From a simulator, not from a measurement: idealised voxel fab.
process module | voxel double patterning
cross-section cut | 245 nm wide | cells 5 nm
A cross-section is a grid of square cells, given in bands from the top down. A band is one or more rows of cells.
Each band's line starts with the height of the band's top and of its bottom, in nm. Then come its materials from left to right, each with its width in nm. One material with "throughout" fills the band from edge to edge. "air" is empty space.
Height 0 is the level under which the wafer as received is all one material. The lowest band goes on downwards, as in "0 down".
A width such as "30 to 40" changes by the same amount from each row of cells to the next, from the band's top row to its bottom row.
"no change" after a step means that no cell of the cross-section changed.
closed voids: empty space of 8 cells or more with no open way to the top, each as width x height at its distance from the left edge, in nm
after a step's settings: what the simulator itself notes on the step
overlay nm, on a step with a mask: how far to the right of its planned place the mask lay; to the left if negative
plan
1 op RECEIVE | material Si
2 op CONFORMAL_DEP | material SiO2 | thk nm 10
3 op DIRECTIONAL_DEP | material W | thk nm 15
4 op DIRECTIONAL_DEP | material SiN | thk nm 5
5 op PATTERN | tone open | mask id FIRST | material resist | width nm 15 | pitch nm 50 | thk nm 20 | overlay nm 0
6 op DIRECTIONAL_ETCH | etch materials SiN | depth nm 5
7 op STRIP | etch materials resist
8 op MASKED_ETCH | tone open | mask id SECOND | width nm 15 | etch materials SiN | depth nm 5 | overlay nm 0
9 op DIRECTIONAL_ETCH | etch materials W | depth nm 15
10 op STRIP | etch materials SiN
varied across the wafers: width nm of step 8. The plan shows the first wafer's value. All wafers start alike
first wafer as received, after step 1
  0 down: Si throughout
  closed voids: none
each wafer at the end: cells of each material gained (+) or lost (-) since it was received, then its closed voids
width nm 15 | +98 SiO2 | +120 W | closed voids: none
width nm 20 | +98 SiO2 | +117 W | closed voids: none
width nm 25 | +98 SiO2 | +114 W | closed voids: none
width nm 30 | +98 SiO2 | +111 W | closed voids: none
